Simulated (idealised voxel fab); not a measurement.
Proc. module: voxel spacer lines
We display cut, a cross-section 295 nm in width whose square cells are each 5 nm.
When this document writes out a cross-section, it uses a grid of square cells and lists it as bands, beginning at the top and moving down, with a band standing for one or more rows of cells.
In this notation a band is specified by the heights of its top and bottom, in that order and in nm, after which its materials appear from left to right, each paired with its width in nm. The word "throughout" attached to a single material means that material fills the band from edge to edge; the word "air" stands for empty space.
Note: height 0 marks the level under which the wafer is uniformly one material as received. Lowest band unbounded below, written "0 down".
Width spec "30 to 40" -> top row of cells at first value, bottom row at second value, equal per-row change in between.
Any step labelled "no change" changed none of the cells in the cross-section.
Heads up: "Unvented voids" only lists the empty pockets with no open path to the top that are 8 cells or more, and it writes them as width x height at distance, distance from the left edge, in nm.
Text after the settings on a step's line: the simulator's own remark on that step.
On any step carrying a mask, the "overlay nm" setting, if present on the step's line, tells how far right of its planned place the mask lay; negative values point to the left.

**Process steps - plan**
- 1: RECEIVE (material Si)
- 2: CONFORMAL_DEP (material SiO2; thk nm 5)
- 3: DIRECTIONAL_DEP (material W; thk nm 15)
- 4: DIRECTIONAL_DEP (material polySi; thk nm 20)
- 5: PATTERN (tone cover; mask id MANDREL; material resist; width nm 15; pitch nm 60; thk nm 25; overlay nm 0)
- 6: DIRECTIONAL_ETCH (etch materials polySi; depth nm 20)
- 7: STRIP (etch materials resist)
- 8: CONFORMAL_DEP (material SiN; thk nm 15)
- 9: DIRECTIONAL_ETCH (etch materials SiN; depth nm 15)
- 10: STRIP (etch materials polySi)
- 11: DIRECTIONAL_ETCH (etch materials W; depth nm 15)
- 12: STRIP (etch materials SiN)

**The cross-section here shows the wafer as received, i.e. in its state after step 1**
    0 down  Si throughout
    Unvented voids: none

**Post-module cross-section: identical start and plan to those above, one misstep in execution**
    40 to 20  air 80 nm / polySi 15 nm / air 45 nm / polySi 15 nm / air 45 nm / polySi 15 nm / air 80 nm
    20 to 5  air 80 nm / W 15 nm / air 45 nm / W 15 nm / air 45 nm / W 15 nm / air 80 nm
    5 to 0  SiO2 throughout
    0 down  Si throughout
    Unvented voids: none
Finding, execution versus plan: off-plan run, step 10, actual operation and settings STRIP (etch materials SiN)
